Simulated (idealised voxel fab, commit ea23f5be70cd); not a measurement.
This is a process module. Its name is voxel released beams.
FYI the section here is cut, 145 nm wide, cells are 5 nm squares.
When this document writes out a cross-section, it uses a grid of square cells and lists it as bands, beginning at the top and moving down, with a band standing for one or more rows of cells.
Read a band's entry like this: the first values are the height of its top and the height of its bottom in nm, and what follows is the sequence of materials from left to right, each with its width in nm. Note that "blank" is empty space, and that a single material marked "edge to edge" reaches across the band from edge to edge.
Heights are expressed relative to 0, this being the level below which the as-received wafer comprises one material exclusively. The lowest band is unbounded in the downward direction and is denoted as in "0 down".
The two numbers in a width such as "30->40" mark its ends across the band: the first belongs to the top row of cells, the second to the bottom row, and from each row to the next the width moves by the same amount.
The cross-section has no changed cell in any step marked "no modifications".
Closed empty spaces (no open way to the top) of 8 cells or more are what "Voids, enclosed" lists, each as width x height at distance from the left edge, nm for all three.
That trailing text on a step's line, after the settings, is the simulator's own remark on the step.
The setting "overlay nm" may be written on the line of a step. When the step uses a mask, the value reports how far to the right of the planned place the mask lay, and a negative value reports that it lay to the left.

## This section lists the process steps that were planned
1 RECEIVE | material Si
2 CONFORMAL_DEP | material Al2O3 | thk nm 5
3 DIRECTIONAL_DEP | material SiO2 | thk nm 15
4 DIRECTIONAL_DEP | material aC | thk nm 10
5 PATTERN | tone open | mask id ANCHOR | material resist | width nm 30 | thk nm 30 | overlay nm 0
6 DIRECTIONAL_ETCH | etch materials aC | depth nm 10
7 STRIP | etch materials resist
8 DIRECTIONAL_ETCH | etch materials SiO2 | depth nm 15
9 STRIP | etch materials aC
10 CONFORMAL_DEP | material SiN | thk nm 10
11 DIRECTIONAL_DEP | material aC | thk nm 15
12 PATTERN | tone cover | mask id BEAM | material resist | width nm 90 | thk nm 35 | overlay nm 0
13 DIRECTIONAL_ETCH | etch materials aC | depth nm 15
14 STRIP | etch materials resist
15 DIRECTIONAL_ETCH | etch materials SiN | depth nm 10
16 STRIP | etch materials aC
17 STRIP | etch materials SiO2

## The cross-section here shows the wafer as received, i.e. in its state after step 1
    0 down = Si edge to edge
    Voids, enclosed: none

## End state of the module in cross-section, given the above starting point and plan and one mistake in execution
    30 to 20 = blank 20 nm, SiN 20 nm, blank 10 nm, SiN 70 nm, blank 25 nm
    20 to 15 = blank 30 nm, SiN 10 nm, blank 10 nm, SiN 10 nm, blank 85 nm
    15 to 5 = blank 30 nm, SiN 30 nm, blank 85 nm
    5 to 0 = Al2O3 edge to edge
    0 down = Si edge to edge
    Voids, enclosed: none
It is concluded that the wafer was processed incorrectly with respect to the plan, in that step 12 was not run as planned; what actually ran was PATTERN | tone cover | mask id BEAM | material resist | width nm 100 | thk nm 35 | overlay nm 0
